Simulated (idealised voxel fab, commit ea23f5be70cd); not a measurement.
process module | voxel air gaps
cross-section cut | 280 nm wide | cells 5 nm
A cross-section is a grid of square cells, given in bands from the top down. A band is one or more rows of cells.
Each band's line starts with the height of the band's top and of its bottom, in nm. Then come its materials from left to right, each with its width in nm. One material with "throughout" fills the band from edge to edge. "air" is empty space.
Height 0 is the level under which the wafer as received is all one material. The lowest band goes on downwards, as in "0 down".
A width such as "30 to 40" changes by the same amount from each row of cells to the next, from the band's top row to its bottom row.
"no change" after a step means that no cell of the cross-section changed.
closed voids: empty space of 8 cells or more with no open way to the top, each as width x height at its distance from the left edge, in nm
after a step's settings: what the simulator itself notes on the step
overlay nm, on a step with a mask: how far to the right of its planned place the mask lay; to the left if negative
Each pair below shows a cross-section before one step and the cross-section after it, down to the lowest band that changed. The line under each pair gives the step between them, with its settings. The pairs can come from different runs of this module on the same starting wafer, so a pair continues from the pair above only where its "before" says so.
before
  0 down: Si throughout
  closed voids: none
after
  10 to 0: SiO2 throughout
  below 0: unchanged
  closed voids: none
the step between: op CONFORMAL_DEP | material SiO2 | thk nm 10
before: the cross-section after the pair above
after
  15 to 10: SiCN throughout
  below 10: unchanged
  closed voids: none
the step between: op CONFORMAL_DEP | material SiCN | thk nm 5
before: the cross-section after the pair above
after
  50 to 15: lowk throughout
  below 15: unchanged
  closed voids: none
the step between: op DIRECTIONAL_DEP | material lowk | thk nm 35
before: the cross-section after the pair above
after
  50 to 15: lowk 70 | air 15 | lowk 25 | air 15 | lowk 25 | air 15 | lowk 25 | air 15 | lowk 75
  below 15: unchanged
  closed voids: none
the step between: op MASKED_ETCH | tone open | mask id LINES | width nm 15 | pitch nm 40 | etch materials lowk | depth nm 35 | overlay nm 0
before: the cross-section after the pair above
after
  55 to 50: TiN 75 | air 5 | TiN 35 | air 5 | TiN 35 | air 5 | TiN 35 | air 5 | TiN 80
  50 to 20: lowk 70 | TiN 5 | air 5 | TiN 5 | lowk 25 | TiN 5 | air 5 | TiN 5 | lowk 25 | TiN 5 | air 5 | TiN 5 | lowk 25 | TiN 5 | air 5 | TiN 5 | lowk 75
  20 to 15: lowk 70 | TiN 15 | lowk 25 | TiN 15 | lowk 25 | TiN 15 | lowk 25 | TiN 15 | lowk 75
  below 15: unchanged
  closed voids: none
the step between: op CONFORMAL_DEP | material TiN | thk nm 5
before: the cross-section after the pair above
after
  65 to 55: W throughout
  55 to 50: TiN 75 | W 5 | TiN 35 | W 5 | TiN 35 | W 5 | TiN 35 | W 5 | TiN 80
  50 to 20: lowk 70 | TiN 5 | W 5 | TiN 5 | lowk 25 | TiN 5 | W 5 | TiN 5 | lowk 25 | TiN 5 | W 5 | TiN 5 | lowk 25 | TiN 5 | W 5 | TiN 5 | lowk 75
  below 20: unchanged
  closed voids: none
the step between: op FILL_DEP | material W | thk nm 10
before: the cross-section after the pair above
after
  50 to 20: lowk 70 | TiN 5 | W 5 | TiN 5 | lowk 25 | TiN 5 | W 5 | TiN 5 | lowk 25 | TiN 5 | W 5 | TiN 5 | lowk 25 | TiN 5 | W 5 | TiN 5 | lowk 75
  below 20: unchanged
  closed voids: none
the step between: op CMP | height nm 50
before: the cross-section after the pair above
after
  60 to 50: air 60 | Ru 35 | air 5 | Ru 35 | air 5 | Ru 35 | air 5 | Ru 35 | air 65
  below 50: unchanged
  closed voids: none
the step between: op EPI | material Ru | thk nm 10
before: the cross-section after the pair above
after
  60 to 50: air 60 | Ru 35 | air 5 | Ru 35 | air 5 | Ru 35 | air 5 | Ru 35 | air 65
  50 to 20: air 70 | TiN 5 | W 5 | TiN 5 | air 25 | TiN 5 | W 5 | TiN 5 | air 25 | TiN 5 | W 5 | TiN 5 | air 25 | TiN 5 | W 5 | TiN 5 | air 75
  20 to 15: air 70 | TiN 15 | air 25 | TiN 15 | air 25 | TiN 15 | air 25 | TiN 15 | air 75
  below 15: unchanged
  closed voids: none
the step between: op SELECTIVE_ETCH | etch materials lowk | depth nm 45
before: the cross-section after the pair above
after
  65 to 60: air 55 | SiCN 165 | air 60
  60 to 50: air 55 | SiCN 5 | Ru 35 | SiCN 5 | Ru 35 | SiCN 5 | Ru 35 | SiCN 5 | Ru 35 | SiCN 5 | air 60
  50 to 45: air 55 | SiCN 15 | TiN 5 | W 5 | TiN 5 | SiCN 25 | TiN 5 | W 5 | TiN 5 | SiCN 25 | TiN 5 | W 5 | TiN 5 | SiCN 25 | TiN 5 | W 5 | TiN 5 | SiCN 15 | air 60
  45 to 20: air 65 | SiCN 5 | TiN 5 | W 5 | TiN 5 | SiCN 5 | air 15 | SiCN 5 | TiN 5 | W 5 | TiN 5 | SiCN 5 | air 15 | SiCN 5 | TiN 5 | W 5 | TiN 5 | SiCN 5 | air 15 | SiCN 5 | TiN 5 | W 5 | TiN 5 | SiCN 5 | air 70
  20 to 15: SiCN 70 | TiN 15 | SiCN 25 | TiN 15 | SiCN 25 | TiN 15 | SiCN 25 | TiN 15 | SiCN 75
  below 15: unchanged
  closed voids: 15 x 25 at 90; 15 x 25 at 130; 15 x 25 at 170
the step between: op CONFORMAL_DEP | material SiCN | thk nm 5
before
  65 to 55: W throughout
  55 to 50: TiN 75 | W 5 | TiN 35 | W 5 | TiN 35 | W 5 | TiN 35 | W 5 | TiN 80
  50 to 20: lowk 70 | TiN 5 | W 5 | TiN 5 | lowk 25 | TiN 5 | W 5 | TiN 5 | lowk 25 | TiN 5 | W 5 | TiN 5 | lowk 25 | TiN 5 | W 5 | TiN 5 | lowk 75
  20 to 15: lowk 70 | TiN 15 | lowk 25 | TiN 15 | lowk 25 | TiN 15 | lowk 25 | TiN 15 | lowk 75
  15 to 10: SiCN throughout
  10 to 0: SiO2 throughout
  0 down: Si throughout
  closed voids: none
after
  75 to 65: Ru throughout
  below 65: unchanged
  closed voids: none
the step between: op EPI | material Ru | thk nm 10
before: the cross-section after the pair above
after
  80 to 75: SiCN throughout
  below 75: unchanged
  closed voids: none
the step between: op CONFORMAL_DEP | material SiCN | thk nm 5
before
  60 to 50: air 60 | Ru 35 | air 5 | Ru 35 | air 5 | Ru 35 | air 5 | Ru 35 | air 65
  50 to 20: lowk 70 | TiN 5 | W 5 | TiN 5 | lowk 25 | TiN 5 | W 5 | TiN 5 | lowk 25 | TiN 5 | W 5 | TiN 5 | lowk 25 | TiN 5 | W 5 | TiN 5 | lowk 75
  20 to 15: lowk 70 | TiN 15 | lowk 25 | TiN 15 | lowk 25 | TiN 15 | lowk 25 | TiN 15 | lowk 75
  15 to 10: SiCN throughout
  10 to 0: SiO2 throughout
  0 down: Si throughout
  closed voids: none
after
  70 to 50: air 50 | Ru 175 | air 55
  below 50: unchanged
  closed voids: none
the step between: op EPI | material Ru | thk nm 10
before: the cross-section after the pair above
after
  70 to 50: air 50 | Ru 175 | air 55
  50 to 20: air 70 | TiN 5 | W 5 | TiN 5 | lowk 25 | TiN 5 | W 5 | TiN 5 | lowk 25 | TiN 5 | W 5 | TiN 5 | lowk 25 | TiN 5 | W 5 | TiN 5 | air 75
  20 to 15: air 70 | TiN 15 | lowk 25 | TiN 15 | lowk 25 | TiN 15 | lowk 25 | TiN 15 | air 75
  below 15: unchanged
  closed voids: none
the step between: op SELECTIVE_ETCH | etch materials lowk | depth nm 45
before: the cross-section after the pair above
after
  75 to 70: air 45 | SiCN 185 | air 50
  70 to 50: air 45 | SiCN 5 | Ru 175 | SiCN 5 | air 50
  50 to 45: air 45 | SiCN 25 | TiN 5 | W 5 | TiN 5 | lowk 25 | TiN 5 | W 5 | TiN 5 | lowk 25 | TiN 5 | W 5 | TiN 5 | lowk 25 | TiN 5 | W 5 | TiN 5 | SiCN 25 | air 50
  45 to 20: air 65 | SiCN 5 | TiN 5 | W 5 | TiN 5 | lowk 25 | TiN 5 | W 5 | TiN 5 | lowk 25 | TiN 5 | W 5 | TiN 5 | lowk 25 | TiN 5 | W 5 | TiN 5 | SiCN 5 | air 70
  20 to 15: SiCN 70 | TiN 15 | lowk 25 | TiN 15 | lowk 25 | TiN 15 | lowk 25 | TiN 15 | SiCN 75
  below 15: unchanged
  closed voids: none
the step between: op CONFORMAL_DEP | material SiCN | thk nm 5
before
  0 down: Si throughout
  closed voids: none
after
  5 to 0: SiCN throughout
  below 0: unchanged
  closed voids: none
the step between: op CONFORMAL_DEP | material SiCN | thk nm 5
before: the cross-section after the pair above
after
  15 to 5: SiO2 throughout
  below 5: unchanged
  closed voids: none
the step between: op CONFORMAL_DEP | material SiO2 | thk nm 10
before: the cross-section after the pair above
after
  50 to 15: lowk throughout
  below 15: unchanged
  closed voids: none
the step between: op DIRECTIONAL_DEP | material lowk | thk nm 35
before: the cross-section after the pair above
after
  50 to 15: lowk 70 | air 15 | lowk 25 | air 15 | lowk 25 | air 15 | lowk 25 | air 15 | lowk 75
  below 15: unchanged
  closed voids: none
the step between: op MASKED_ETCH | tone open | mask id LINES | width nm 15 | pitch nm 40 | etch materials lowk | depth nm 35 | overlay nm 0
before: the cross-section after the pair above
after
  55 to 50: TiN 75 | air 5 | TiN 35 | air 5 | TiN 35 | air 5 | TiN 35 | air 5 | TiN 80
  50 to 20: lowk 70 | TiN 5 | air 5 | TiN 5 | lowk 25 | TiN 5 | air 5 | TiN 5 | lowk 25 | TiN 5 | air 5 | TiN 5 | lowk 25 | TiN 5 | air 5 | TiN 5 | lowk 75
  20 to 15: lowk 70 | TiN 15 | lowk 25 | TiN 15 | lowk 25 | TiN 15 | lowk 25 | TiN 15 | lowk 75
  below 15: unchanged
  closed voids: none
the step between: op CONFORMAL_DEP | material TiN | thk nm 5
before: the cross-section after the pair above
after
  65 to 55: W throughout
  55 to 50: TiN 75 | W 5 | TiN 35 | W 5 | TiN 35 | W 5 | TiN 35 | W 5 | TiN 80
  50 to 20: lowk 70 | TiN 5 | W 5 | TiN 5 | lowk 25 | TiN 5 | W 5 | TiN 5 | lowk 25 | TiN 5 | W 5 | TiN 5 | lowk 25 | TiN 5 | W 5 | TiN 5 | lowk 75
  below 20: unchanged
  closed voids: none
the step between: op FILL_DEP | material W | thk nm 10
before: the cross-section after the pair above
after
  50 to 20: lowk 70 | TiN 5 | W 5 | TiN 5 | lowk 25 | TiN 5 | W 5 | TiN 5 | lowk 25 | TiN 5 | W 5 | TiN 5 | lowk 25 | TiN 5 | W 5 | TiN 5 | lowk 75
  below 20: unchanged
  closed voids: none
the step between: op CMP | height nm 50
before: the cross-section after the pair above
after
  60 to 50: air 60 | Ru 35 | air 5 | Ru 35 | air 5 | Ru 35 | air 5 | Ru 35 | air 65
  below 50: unchanged
  closed voids: none
the step between: op EPI | material Ru | thk nm 10
before: the cross-section after the pair above
after
  60 to 50: air 60 | Ru 35 | air 5 | Ru 35 | air 5 | Ru 35 | air 5 | Ru 35 | air 65
  50 to 20: air 70 | TiN 5 | W 5 | TiN 5 | air 25 | TiN 5 | W 5 | TiN 5 | air 25 | TiN 5 | W 5 | TiN 5 | air 25 | TiN 5 | W 5 | TiN 5 | air 75
  20 to 15: air 70 | TiN 15 | air 25 | TiN 15 | air 25 | TiN 15 | air 25 | TiN 15 | air 75
  below 15: unchanged
  closed voids: none
the step between: op SELECTIVE_ETCH | etch materials lowk | depth nm 45
before: the cross-section after the pair above
after
  65 to 60: air 55 | SiCN 165 | air 60
  60 to 50: air 55 | SiCN 5 | Ru 35 | SiCN 5 | Ru 35 | SiCN 5 | Ru 35 | SiCN 5 | Ru 35 | SiCN 5 | air 60
  50 to 45: air 55 | SiCN 15 | TiN 5 | W 5 | TiN 5 | SiCN 25 | TiN 5 | W 5 | TiN 5 | SiCN 25 | TiN 5 | W 5 | TiN 5 | SiCN 25 | TiN 5 | W 5 | TiN 5 | SiCN 15 | air 60
  45 to 20: air 65 | SiCN 5 | TiN 5 | W 5 | TiN 5 | SiCN 5 | air 15 | SiCN 5 | TiN 5 | W 5 | TiN 5 | SiCN 5 | air 15 | SiCN 5 | TiN 5 | W 5 | TiN 5 | SiCN 5 | air 15 | SiCN 5 | TiN 5 | W 5 | TiN 5 | SiCN 5 | air 70
  20 to 15: SiCN 70 | TiN 15 | SiCN 25 | TiN 15 | SiCN 25 | TiN 15 | SiCN 25 | TiN 15 | SiCN 75
  below 15: unchanged
  closed voids: 15 x 25 at 90; 15 x 25 at 130; 15 x 25 at 170
the step between: op CONFORMAL_DEP | material SiCN | thk nm 5
before
  65 to 55: W throughout
  55 to 50: TiN 75 | W 5 | TiN 35 | W 5 | TiN 35 | W 5 | TiN 35 | W 5 | TiN 80
  50 to 20: lowk 70 | TiN 5 | W 5 | TiN 5 | lowk 25 | TiN 5 | W 5 | TiN 5 | lowk 25 | TiN 5 | W 5 | TiN 5 | lowk 25 | TiN 5 | W 5 | TiN 5 | lowk 75
  20 to 15: lowk 70 | TiN 15 | lowk 25 | TiN 15 | lowk 25 | TiN 15 | lowk 25 | TiN 15 | lowk 75
  15 to 10: SiCN throughout
  10 to 0: SiO2 throughout
  0 down: Si throughout
  closed voids: none
after
  60 to 55: W throughout
  below 55: unchanged
  closed voids: none
the step between: op CMP | height nm 60
before: the cross-section after the pair above
after
  70 to 60: Ru throughout
  below 60: unchanged
  closed voids: none
the step between: op EPI | material Ru | thk nm 10
before: the cross-section after the pair above
after
  75 to 70: SiCN throughout
  below 70: unchanged
  closed voids: none
the step between: op CONFORMAL_DEP | material SiCN | thk nm 5
before
  50 to 15: lowk throughout
  15 to 10: SiCN throughout
  10 to 0: SiO2 throughout
  0 down: Si throughout
  closed voids: none
after
  50 to 15: lowk 65 | air 25 | lowk 15 | air 25 | lowk 15 | air 25 | lowk 15 | air 25 | lowk 70
  below 15: unchanged
  closed voids: none
the step between: op MASKED_ETCH | tone open | mask id LINES | width nm 25 | pitch nm 40 | etch materials lowk | depth nm 35 | overlay nm 0
before: the cross-section after the pair above
after
  55 to 50: TiN 70 | air 15 | TiN 25 | air 15 | TiN 25 | air 15 | TiN 25 | air 15 | TiN 75
  50 to 20: lowk 65 | TiN 5 | air 15 | TiN 5 | lowk 15 | TiN 5 | air 15 | TiN 5 | lowk 15 | TiN 5 | air 15 | TiN 5 | lowk 15 | TiN 5 | air 15 | TiN 5 | lowk 70
  20 to 15: lowk 65 | TiN 25 | lowk 15 | TiN 25 | lowk 15 | TiN 25 | lowk 15 | TiN 25 | lowk 70
  below 15: unchanged
  closed voids: none
the step between: op CONFORMAL_DEP | material TiN | thk nm 5
before: the cross-section after the pair above
after
  65 to 55: W throughout
  55 to 50: TiN 70 | W 15 | TiN 25 | W 15 | TiN 25 | W 15 | TiN 25 | W 15 | TiN 75
  50 to 20: lowk 65 | TiN 5 | W 15 | TiN 5 | lowk 15 | TiN 5 | W 15 | TiN 5 | lowk 15 | TiN 5 | W 15 | TiN 5 | lowk 15 | TiN 5 | W 15 | TiN 5 | lowk 70
  below 20: unchanged
  closed voids: none
the step between: op FILL_DEP | material W | thk nm 10
before: the cross-section after the pair above
after
  50 to 20: lowk 65 | TiN 5 | W 15 | TiN 5 | lowk 15 | TiN 5 | W 15 | TiN 5 | lowk 15 | TiN 5 | W 15 | TiN 5 | lowk 15 | TiN 5 | W 15 | TiN 5 | lowk 70
  below 20: unchanged
  closed voids: none
the step between: op CMP | height nm 50
before: the cross-section after the pair above
after
  60 to 50: air 55 | Ru 165 | air 60
  below 50: unchanged
  closed voids: none
the step between: op EPI | material Ru | thk nm 10
before: the cross-section after the pair above
after
  60 to 50: air 55 | Ru 165 | air 60
  50 to 20: air 65 | TiN 5 | W 15 | TiN 5 | lowk 15 | TiN 5 | W 15 | TiN 5 | lowk 15 | TiN 5 | W 15 | TiN 5 | lowk 15 | TiN 5 | W 15 | TiN 5 | air 70
  20 to 15: air 65 | TiN 25 | lowk 15 | TiN 25 | lowk 15 | TiN 25 | lowk 15 | TiN 25 | air 70
  below 15: unchanged
  closed voids: none
the step between: op SELECTIVE_ETCH | etch materials lowk | depth nm 45
before: the cross-section after the pair above
after
  65 to 60: air 50 | SiCN 175 | air 55
  60 to 50: air 50 | SiCN 5 | Ru 165 | SiCN 5 | air 55
  50 to 45: air 50 | SiCN 15 | TiN 5 | W 15 | TiN 5 | lowk 15 | TiN 5 | W 15 | TiN 5 | lowk 15 | TiN 5 | W 15 | TiN 5 | lowk 15 | TiN 5 | W 15 | TiN 5 | SiCN 15 | air 55
  45 to 20: air 60 | SiCN 5 | TiN 5 | W 15 | TiN 5 | lowk 15 | TiN 5 | W 15 | TiN 5 | lowk 15 | TiN 5 | W 15 | TiN 5 | lowk 15 | TiN 5 | W 15 | TiN 5 | SiCN 5 | air 65
  20 to 15: SiCN 65 | TiN 25 | lowk 15 | TiN 25 | lowk 15 | TiN 25 | lowk 15 | TiN 25 | SiCN 70
  below 15: unchanged
  closed voids: none
the step between: op CONFORMAL_DEP | material SiCN | thk nm 5
before
  50 to 15: lowk throughout
  15 to 10: SiCN throughout
  10 to 0: SiO2 throughout
  0 down: Si throughout
  closed voids: none
after
  50 to 15: lowk 65 | air 15 | lowk 25 | air 15 | lowk 25 | air 15 | lowk 25 | air 15 | lowk 80
  below 15: unchanged
  closed voids: none
the step between: op MASKED_ETCH | tone open | mask id LINES | width nm 15 | pitch nm 40 | etch materials lowk | depth nm 35 | overlay nm -5
before: the cross-section after the pair above
after
  55 to 50: TiN 70 | air 5 | TiN 35 | air 5 | TiN 35 | air 5 | TiN 35 | air 5 | TiN 85
  50 to 20: lowk 65 | TiN 5 | air 5 | TiN 5 | lowk 25 | TiN 5 | air 5 | TiN 5 | lowk 25 | TiN 5 | air 5 | TiN 5 | lowk 25 | TiN 5 | air 5 | TiN 5 | lowk 80
  20 to 15: lowk 65 | TiN 15 | lowk 25 | TiN 15 | lowk 25 | TiN 15 | lowk 25 | TiN 15 | lowk 80
  below 15: unchanged
  closed voids: none
the step between: op CONFORMAL_DEP | material TiN | thk nm 5
before: the cross-section after the pair above
after
  65 to 55: W throughout
  55 to 50: TiN 70 | W 5 | TiN 35 | W 5 | TiN 35 | W 5 | TiN 35 | W 5 | TiN 85
  50 to 20: lowk 65 | TiN 5 | W 5 | TiN 5 | lowk 25 | TiN 5 | W 5 | TiN 5 | lowk 25 | TiN 5 | W 5 | TiN 5 | lowk 25 | TiN 5 | W 5 | TiN 5 | lowk 80
  below 20: unchanged
  closed voids: none
the step between: op FILL_DEP | material W | thk nm 10
before: the cross-section after the pair above
after
  50 to 20: lowk 65 | TiN 5 | W 5 | TiN 5 | lowk 25 | TiN 5 | W 5 | TiN 5 | lowk 25 | TiN 5 | W 5 | TiN 5 | lowk 25 | TiN 5 | W 5 | TiN 5 | lowk 80
  below 20: unchanged
  closed voids: none
the step between: op CMP | height nm 50
before: the cross-section after the pair above
after
  60 to 50: air 55 | Ru 35 | air 5 | Ru 35 | air 5 | Ru 35 | air 5 | Ru 35 | air 70
  below 50: unchanged
  closed voids: none
the step between: op EPI | material Ru | thk nm 10
before: the cross-section after the pair above
after
  60 to 50: air 55 | Ru 35 | air 5 | Ru 35 | air 5 | Ru 35 | air 5 | Ru 35 | air 70
  50 to 20: air 65 | TiN 5 | W 5 | TiN 5 | air 25 | TiN 5 | W 5 | TiN 5 | air 25 | TiN 5 | W 5 | TiN 5 | air 25 | TiN 5 | W 5 | TiN 5 | air 80
  20 to 15: air 65 | TiN 15 | air 25 | TiN 15 | air 25 | TiN 15 | air 25 | TiN 15 | air 80
  below 15: unchanged
  closed voids: none
the step between: op SELECTIVE_ETCH | etch materials lowk | depth nm 45
before: the cross-section after the pair above
after
  65 to 60: air 50 | SiCN 165 | air 65
  60 to 50: air 50 | SiCN 5 | Ru 35 | SiCN 5 | Ru 35 | SiCN 5 | Ru 35 | SiCN 5 | Ru 35 | SiCN 5 | air 65
  50 to 45: air 50 | SiCN 15 | TiN 5 | W 5 | TiN 5 | SiCN 25 | TiN 5 | W 5 | TiN 5 | SiCN 25 | TiN 5 | W 5 | TiN 5 | SiCN 25 | TiN 5 | W 5 | TiN 5 | SiCN 15 | air 65
  45 to 20: air 60 | SiCN 5 | TiN 5 | W 5 | TiN 5 | SiCN 5 | air 15 | SiCN 5 | TiN 5 | W 5 | TiN 5 | SiCN 5 | air 15 | SiCN 5 | TiN 5 | W 5 | TiN 5 | SiCN 5 | air 15 | SiCN 5 | TiN 5 | W 5 | TiN 5 | SiCN 5 | air 75
  20 to 15: SiCN 65 | TiN 15 | SiCN 25 | TiN 15 | SiCN 25 | TiN 15 | SiCN 25 | TiN 15 | SiCN 80
  below 15: unchanged
  closed voids: 15 x 25 at 85; 15 x 25 at 125; 15 x 25 at 165
the step between: op CONFORMAL_DEP | material SiCN | thk nm 5
before
  15 to 10: SiCN throughout
  10 to 0: SiO2 throughout
  0 down: Si throughout
  closed voids: none
after
  50 to 15: TiN throughout
  below 15: unchanged
  closed voids: none
the step between: op DIRECTIONAL_DEP | material TiN | thk nm 35
before: the cross-section after the pair above
after
  55 to 15: TiN throughout
  below 15: unchanged
  closed voids: none
the step between: op CONFORMAL_DEP | material TiN | thk nm 5
before: the cross-section after the pair above
after
  65 to 55: W throughout
  below 55: unchanged
  closed voids: none
the step between: op FILL_DEP | material W | thk nm 10
before: the cross-section after the pair above
after
  50 to 15: TiN throughout
  below 15: unchanged
  closed voids: none
the step between: op CMP | height nm 50
before: the cross-section after the pair above
after
  60 to 50: Ru throughout
  below 50: unchanged
  closed voids: none
the step between: op EPI | material Ru | thk nm 10
before: the cross-section after the pair above
after
  65 to 60: SiCN throughout
  below 60: unchanged
  closed voids: none
the step between: op CONFORMAL_DEP | material SiCN | thk nm 5
before
  50 to 15: lowk throughout
  15 to 10: SiCN throughout
  10 to 0: SiO2 throughout
  0 down: Si throughout
  closed voids: none
after
  50 to 15: air 70 | lowk 15 | air 25 | lowk 15 | air 25 | lowk 15 | air 25 | lowk 15 | air 75
  below 15: unchanged
  closed voids: none
the step between: op MASKED_ETCH | tone cover | mask id LINES | width nm 15 | pitch nm 40 | etch materials lowk | depth nm 35 | overlay nm 0
before: the cross-section after the pair above
after
  55 to 50: air 65 | TiN 25 | air 15 | TiN 25 | air 15 | TiN 25 | air 15 | TiN 25 | air 70
  50 to 20: air 65 | TiN 5 | lowk 15 | TiN 5 | air 15 | TiN 5 | lowk 15 | TiN 5 | air 15 | TiN 5 | lowk 15 | TiN 5 | air 15 | TiN 5 | lowk 15 | TiN 5 | air 70
  20 to 15: TiN 70 | lowk 15 | TiN 25 | lowk 15 | TiN 25 | lowk 15 | TiN 25 | lowk 15 | TiN 75
  below 15: unchanged
  closed voids: none
the step between: op CONFORMAL_DEP | material TiN | thk nm 5
before: the cross-section after the pair above
after
  65 to 55: W throughout
  55 to 50: W 65 | TiN 25 | W 15 | TiN 25 | W 15 | TiN 25 | W 15 | TiN 25 | W 70
  50 to 20: W 65 | TiN 5 | lowk 15 | TiN 5 | W 15 | TiN 5 | lowk 15 | TiN 5 | W 15 | TiN 5 | lowk 15 | TiN 5 | W 15 | TiN 5 | lowk 15 | TiN 5 | W 70
  below 20: unchanged
  closed voids: none
the step between: op FILL_DEP | material W | thk nm 10
before: the cross-section after the pair above
after
  50 to 20: W 65 | TiN 5 | lowk 15 | TiN 5 | W 15 | TiN 5 | lowk 15 | TiN 5 | W 15 | TiN 5 | lowk 15 | TiN 5 | W 15 | TiN 5 | lowk 15 | TiN 5 | W 70
  below 20: unchanged
  closed voids: none
the step between: op CMP | height nm 50
before: the cross-section after the pair above
after
  60 to 50: Ru throughout
  below 50: unchanged
  closed voids: none
the step between: op EPI | material Ru | thk nm 10
before: the cross-section after the pair above
after
  65 to 60: SiCN throughout
  below 60: unchanged
  closed voids: none
the step between: op CONFORMAL_DEP | material SiCN | thk nm 5
